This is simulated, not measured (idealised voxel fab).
process module | voxel self aligned vias
cross-section cut | 205 nm wide | cells 5 nm
A cross-section is a grid of square cells, given in bands from the top down. A band is one or more rows of cells.
Each band's line starts with the height of the band's top and of its bottom, in nm. Then come its materials from left to right, each with its width in nm. One material with "throughout" fills the band from edge to edge. "air" is empty space.
Height 0 is the level under which the wafer as received is all one material. The lowest band goes on downwards, as in "0 down".
A width such as "30 to 40" changes by the same amount from each row of cells to the next, from the band's top row to its bottom row.
"no change" after a step means that no cell of the cross-section changed.
closed voids: empty space of 8 cells or more with no open way to the top, each as width x height at its distance from the left edge, in nm
after a step's settings: what the simulator itself notes on the step
overlay nm, on a step with a mask: how far to the right of its planned place the mask lay; to the left if negative
plan
1 op RECEIVE | material Si
2 op CONFORMAL_DEP | material SiO2 | thk nm 10
3 op CONFORMAL_DEP | material SiCN | thk nm 5
4 op DIRECTIONAL_DEP | material lowk | thk nm 20
5 op PATTERN | tone open | mask id LINES | material resist | width nm 25 | pitch nm 65 | thk nm 20 | overlay nm 0
6 op DIRECTIONAL_ETCH | etch materials lowk | depth nm 20
7 op STRIP | etch materials resist
8 op CONFORMAL_DEP | material TiN | thk nm 5
9 op FILL_DEP | material Ru | thk nm 5
10 op CMP | height nm 35
11 op SELECTIVE_ETCH | etch materials W Ru TiN | depth nm 10
12 op FILL_DEP | material SiN | thk nm 5
13 op CMP | height nm 35
14 op DIRECTIONAL_DEP | material lowk | thk nm 15
15 op DIRECTIONAL_DEP | material aC | thk nm 10
16 op PATTERN | tone open | mask id VIAS | material resist | width nm 45 | thk nm 25 | overlay nm 0
17 op DIRECTIONAL_ETCH | etch materials aC | depth nm 10
18 op STRIP | etch materials resist
19 op DIRECTIONAL_ETCH | etch materials lowk | depth nm 15
20 op DIRECTIONAL_ETCH | etch materials SiN | depth nm 10
21 op STRIP | etch materials aC
22 op CONFORMAL_DEP | material TiN | thk nm 5
23 op FILL_DEP | material Cu | thk nm 5
24 op CMP | height nm 50
25 op CONFORMAL_DEP | material SiN | thk nm 5
as received, after step 1
  0 down: Si throughout
  closed voids: none
a wafer at the end: this start, this plan, one mistake
  55 to 50: SiN throughout
  50 to 40: lowk 45 | TiN 5 | Cu 35 | TiN 5 | lowk 115
  40 to 35: lowk 45 | TiN 15 | Cu 15 | TiN 15 | lowk 115
  35 to 30: lowk 55 | TiN 5 | Cu 15 | TiN 5 | lowk 40 | SiN 25 | lowk 60
  30 to 25: lowk 55 | TiN 25 | lowk 40 | SiN 25 | lowk 60
  25 to 20: lowk 55 | TiN 25 | lowk 40 | TiN 25 | lowk 60
  20 to 15: SiCN throughout
  15 to 0: SiO2 throughout
  0 down: Si throughout
  closed voids: none
what went wrong: step 2 ran as: op CONFORMAL_DEP | material SiO2 | thk nm 15
